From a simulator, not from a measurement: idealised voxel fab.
process module | voxel wiring stack
cross-section cut | 160 nm wide | cells 5 nm
A cross-section is a grid of square cells, given in bands from the top down. A band is one or more rows of cells.
Each band's line starts with the height of the band's top and of its bottom, in nm. Then come its materials from left to right, each with its width in nm. One material with "throughout" fills the band from edge to edge. "air" is empty space.
Height 0 is the level under which the wafer as received is all one material. The lowest band goes on downwards, as in "0 down".
A width such as "30 to 40" changes by the same amount from each row of cells to the next, from the band's top row to its bottom row.
"no change" after a step means that no cell of the cross-section changed.
closed voids: empty space of 8 cells or more with no open way to the top, each as width x height at its distance from the left edge, in nm
after a step's settings: what the simulator itself notes on the step
overlay nm, on a step with a mask: how far to the right of its planned place the mask lay; to the left if negative
plan
1 op RECEIVE | material Si
2 op CONFORMAL_DEP | material SiO2 | thk nm 15
3 op DIRECTIONAL_DEP | material TiN | thk nm 5
4 op DIRECTIONAL_DEP | material W | thk nm 20
5 op MASKED_ETCH | tone cover | mask id METAL_1 | width nm 20 | pitch nm 50 | etch materials W | depth nm 20 | overlay nm 0
6 op MASKED_ETCH | tone cover | mask id METAL_1 | width nm 20 | pitch nm 50 | etch materials TiN | depth nm 5 | overlay nm 0
7 op FILL_DEP | material SiO2 | thk nm 10
8 op CMP | height nm 40
9 op CONFORMAL_DEP | material SiCN | thk nm 5
10 op DIRECTIONAL_DEP | material SiO2 | thk nm 20
11 op DIRECTIONAL_DEP | material aC | thk nm 15
12 op PATTERN | tone open | mask id PLUG_1 | material resist | width nm 15 | pitch nm 50 | thk nm 35 | overlay nm 0
13 op DIRECTIONAL_ETCH | etch materials aC | depth nm 15
14 op STRIP | etch materials resist
15 op DIRECTIONAL_ETCH | etch materials SiO2 | depth nm 20
16 op DIRECTIONAL_ETCH | etch materials SiCN | depth nm 5
17 op STRIP | etch materials aC
18 op EPI | material Ru | thk nm 10
19 op EPI | material Ru | thk nm 10
20 op EPI | material Ru | thk nm 5
21 op DIRECTIONAL_DEP | material TiN | thk nm 5
22 op DIRECTIONAL_DEP | material Ru | thk nm 25
23 op PATTERN | tone cover | mask id METAL_2 | material resist | width nm 20 | pitch nm 50 | thk nm 15 | overlay nm 0
24 op DIRECTIONAL_ETCH | etch materials Ru | depth nm 25
25 op DIRECTIONAL_ETCH | etch materials TiN | depth nm 5
26 op STRIP | etch materials resist
27 op FILL_DEP | material SiO2 | thk nm 10
28 op CMP | height nm 95
29 op CONFORMAL_DEP | material SiCN | thk nm 5
as received, after step 1
  0 down: Si throughout
  closed voids: none
first wafer at the end, as planned
  100 to 95: SiCN throughout
  95 to 70: SiO2 20 | Ru 20 | SiO2 30 | Ru 20 | SiO2 30 | Ru 20 | SiO2 20
  70 to 65: SiO2 20 | TiN 20 | SiO2 30 | TiN 20 | SiO2 30 | TiN 20 | SiO2 20
  65 to 45: SiO2 20 | Ru 15 | SiO2 35 | Ru 15 | SiO2 35 | Ru 15 | SiO2 25
  45 to 40: SiCN 20 | Ru 15 | SiCN 35 | Ru 15 | SiCN 35 | Ru 15 | SiCN 25
  40 to 20: SiO2 20 | W 20 | SiO2 30 | W 20 | SiO2 30 | W 20 | SiO2 20
  20 to 15: SiO2 20 | TiN 20 | SiO2 30 | TiN 20 | SiO2 30 | TiN 20 | SiO2 20
  15 to 0: SiO2 throughout
  0 down: Si throughout
  closed voids: none
second wafer at the end: like start, like plan, one mistake
  100 to 95: SiCN throughout
  95 to 70: SiO2 35 | Ru 5 | SiO2 45 | Ru 5 | SiO2 45 | Ru 5 | SiO2 20
  70 to 65: SiO2 20 | Ru 15 | TiN 5 | SiO2 30 | Ru 15 | TiN 5 | SiO2 30 | Ru 15 | TiN 5 | SiO2 20
  65 to 45: SiO2 20 | Ru 15 | SiO2 35 | Ru 15 | SiO2 35 | Ru 15 | SiO2 25
  45 to 40: SiCN 20 | TiN 15 | SiCN 35 | TiN 15 | SiCN 35 | TiN 15 | SiCN 25
  40 to 35: SiO2 throughout
  35 to 15: SiO2 20 | W 20 | SiO2 30 | W 20 | SiO2 30 | W 20 | SiO2 20
  15 to 0: SiO2 throughout
  0 down: Si throughout
  closed voids: none
what went wrong: step 3 was left out
at the end the second wafer has, in cells: 45 fewer of Ru | 57 more of SiO2 | 12 fewer of TiN
